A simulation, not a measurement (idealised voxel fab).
A process module follows: voxel self aligned vias.
The cross-section on display is named cut; it measures 225 nm wide, and its cells are 5 nm squares.
Think of the cross-section as a grid of square cells. We describe it in bands, top to bottom, and each band covers one or more rows of those cells.
For a band, the entry starts with two heights in nm, that of the top and then that of the bottom, and carries on with the band's materials in order from left to right, each alongside its width in nm; the word "all across" beside a single material means it fills the band edge to edge, and "empty" means empty space.
Heights from 0 (as-received wafer is one material below). Bottom band endless downward, as "z 0 and below".
So if you see something like "30..40" for the width, read it as the top row of the band sitting at the first number and the bottom row at the second, with every row in between moving by the same amount as the last.
"nothing was modified" means the step left every cell of the cross-section as it was.
Reported under the label "Sealed-off cavities" are the empty spaces having no open way to the top and comprising 8 cells or more; the notation for each is width x height at distance, in which the distance is measured from the left edge and all three values are in nm.
Step line, after settings: the simulator's comment on this step.
"overlay nm" on a masked step: distance the mask lay right of its planned place, negative for left.
**Listed below are the process steps as planned**
- 1: op RECEIVE | material Si
- 2: op CONFORMAL_DEP | material SiO2 | thk nm 15
- 3: op CONFORMAL_DEP | material SiCN | thk nm 5
- 4: op DIRECTIONAL_DEP | material lowk | thk nm 30
- 5: op PATTERN | tone open | mask id LINES | material resist | width nm 25 | pitch nm 65 | thk nm 20 | overlay nm 0
- 6: op DIRECTIONAL_ETCH | etch materials lowk | depth nm 30
- 7: op STRIP | etch materials resist
- 8: op CONFORMAL_DEP | material TiN | thk nm 5
- 9: op FILL_DEP | material Ru | thk nm 10
- 10: op CMP | height nm 50
- 11: op SELECTIVE_ETCH | etch materials W Ru TiN | depth nm 10
- 12: op FILL_DEP | material SiN | thk nm 10
- 13: op CMP | height nm 50
- 14: op DIRECTIONAL_DEP | material lowk | thk nm 15
- 15: op MASKED_ETCH | tone open | mask id VIAS | width nm 25 | pitch nm 65 | etch materials lowk | depth nm 15 | overlay nm 0
- 16: op MASKED_ETCH | tone open | mask id VIAS | width nm 35 | pitch nm 65 | etch materials SiN | depth nm 10 | overlay nm 0
- 17: op CONFORMAL_DEP | material TiN | thk nm 5
- 18: op FILL_DEP | material Ru | thk nm 10
- 19: op CMP | height nm 65
- 20: op CONFORMAL_DEP | material SiCN | thk nm 5
What sets these wafers apart? The width nm at step 15. They all start alike, and the plan carries the first wafer's value.
**Sectional view: first of several wafers, as received, after step 1**
	z 0 and below: Si all across
	Sealed-off cavities: none
**Here's the first of several wafers in cross-section, end of the module, after the last step, step 20**
	z 70 to 65: SiCN all across
	z 65 to 45: lowk (65); TiN (5); Ru (15); TiN (5); lowk (40); TiN (5); Ru (15); TiN (5); lowk (70)
	z 45 to 40: lowk (65); TiN (25); lowk (40); TiN (25); lowk (70)
	z 40 to 25: lowk (65); TiN (5); Ru (15); TiN (5); lowk (40); TiN (5); Ru (15); TiN (5); lowk (70)
	z 25 to 20: lowk (65); TiN (25); lowk (40); TiN (25); lowk (70)
	z 20 to 15: SiCN all across
	z 15 to 0: SiO2 all across
	z 0 and below: Si all across
	Sealed-off cavities: none
**The last wafer as seen in cross-section at the end of the module**
	z 70 to 65: SiCN all across
	z 65 to 55: lowk (55); TiN (5); Ru (40); TiN (5); lowk (15); TiN (5); Ru (40); TiN (5); lowk (55)
	z 55 to 45: lowk (55..65); TiN (15..5); Ru (15); TiN (20..5); lowk (15..40); TiN (15..5); Ru (15); TiN (20..5); lowk (55..70)
	z 45 to 40: lowk (65); TiN (25); lowk (40); TiN (25); lowk (70)
	z 40 to 25: lowk (65); TiN (5); Ru (15); TiN (5); lowk (40); TiN (5); Ru (15); TiN (5); lowk (70)
	z 25 to 20: lowk (65); TiN (25); lowk (40); TiN (25); lowk (70)
	z 20 to 15: SiCN all across
	z 15 to 0: SiO2 all across
	z 0 and below: Si all across
	Sealed-off cavities: none
**Note: the following table is arranged by wafer, a row apiece. Each row reports the end-of-module state: per material, cells gained (+) or cells lost (-) compared with the wafer as received; closed voids follow**
width nm 25; +42 Ru; +90 SiCN; +135 SiO2; +48 TiN; +315 lowk; Sealed-off cavities: none
width nm 30; +46 Ru; +90 SiCN; +135 SiO2; +50 TiN; +309 lowk; Sealed-off cavities: none
width nm 35; +50 Ru; +90 SiCN; +135 SiO2; +52 TiN; +303 lowk; Sealed-off cavities: none
width nm 40; +54 Ru; +90 SiCN; +135 SiO2; +54 TiN; +297 lowk; Sealed-off cavities: none
width nm 45; +58 Ru; +90 SiCN; +135 SiO2; +56 TiN; +291 lowk; Sealed-off cavities: none
width nm 50; +62 Ru; +90 SiCN; +135 SiO2; +58 TiN; +285 lowk; Sealed-off cavities: none
